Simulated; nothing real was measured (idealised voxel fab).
Module name: voxel lift off (process module)
Pictured: cross-section cut, 285 nm wide, on a grid of 5 nm square cells.
Square cells in a grid make up a cross-section in this document, and the grid is given as bands, listed from the top down, each one or more rows of cells. Heads up on the band format: heights come first, top then bottom, in nm. After that it's the materials left to right, each with its width in nm. A single material flagged "everywhere" fills the whole band edge to edge, and "blank" means there's empty space there. Heights from 0 (as-received wafer is one material below). Bottom band endless downward, as "0 nm and below". You'd read "30..40" like this: the band's top row of cells is as wide as the first number, its bottom row is as wide as the second, and going down, every row changes width by the same amount as the row before did. What does "same as before" mean for a step? It means no cell of the cross-section changed in that step. "Entrapped voids" - sealed voids, min. 8 cells, no opening to top; format: width x height at distance (distance from left edge; nm throughout). If you see something after the settings on a step's line, that's the simulator's own remark about that step. "overlay nm" denotes, for a step that has a mask, the displacement of the mask to the right of its planned place, with negative values corresponding to the left.

-- Steps planned for the process
| 1 | RECEIVE | material Si |
| 2 | CONFORMAL_DEP | material SiO2 | thk nm 10 |
| 3 | PATTERN | tone open | mask id LINES | material resist | width nm 25 | pitch nm 40 | thk nm 20 | overlay nm 0 |
| 4 | DIRECTIONAL_DEP | material Ru | thk nm 5 |
| 5 | STRIP | etch materials resist |
| 6 | CONFORMAL_DEP | material SiN | thk nm 10 |

-- The first of a set of two wafers, run to plan

-- Wafer as received: cross-section following step 1
0 nm and below  Si everywhere
Entrapped voids: none

-- Cross-section of the wafer subsequent to step 2
10 nm to 0 nm  SiO2 everywhere
Heights below 0 show no change.

-- Cross-section of the wafer subsequent to step 3
30 nm to 10 nm  resist 110 nm / blank 25 nm / resist 15 nm / blank 25 nm / resist 110 nm
Heights below 10 show no change.

-- Cross-section of the wafer subsequent to step 4
35 nm to 30 nm  Ru 110 nm / blank 25 nm / Ru 15 nm / blank 25 nm / Ru 110 nm
30 nm to 15 nm  resist 110 nm / blank 25 nm / resist 15 nm / blank 25 nm / resist 110 nm
15 nm to 10 nm  resist 110 nm / Ru 25 nm / resist 15 nm / Ru 25 nm / resist 110 nm
Heights below 10 show no change.

-- Cross-section of the wafer subsequent to step 5
15 nm to 10 nm  blank 110 nm / Ru 25 nm / blank 15 nm / Ru 25 nm / blank 110 nm
Heights below 10 show no change.

-- Cross-section of the wafer subsequent to step 6
25 nm to 20 nm  blank 100 nm / SiN 85 nm / blank 100 nm
20 nm to 15 nm  SiN everywhere
15 nm to 10 nm  SiN 110 nm / Ru 25 nm / SiN 15 nm / Ru 25 nm / SiN 110 nm
Heights below 10 show no change.

-- second wafer: like start, like plan, one mistake. Through step 4 it matches the first wafer

-- Cross-section of the second wafer corresponding to the planned conclusion of step 5
15 nm to 10 nm  blank 110 nm / Ru 25 nm / blank 15 nm / Ru 25 nm / blank 110 nm
Heights below 10 show no change.

-- Cross-section of the second wafer corresponding to the planned conclusion of step 6
25 nm to 20 nm  blank 100 nm / SiN 85 nm / blank 100 nm
20 nm to 15 nm  SiN everywhere
15 nm to 10 nm  SiN 110 nm / Ru 25 nm / SiN 15 nm / Ru 25 nm / SiN 110 nm
Heights below 10 show no change.
What went wrong in running the wafer? the plan's step 5 ran twice
Upon completion, the cross-sectional profiles of the two wafers are identical; consequently, the error exerts no influence on the quantities computed by this model.
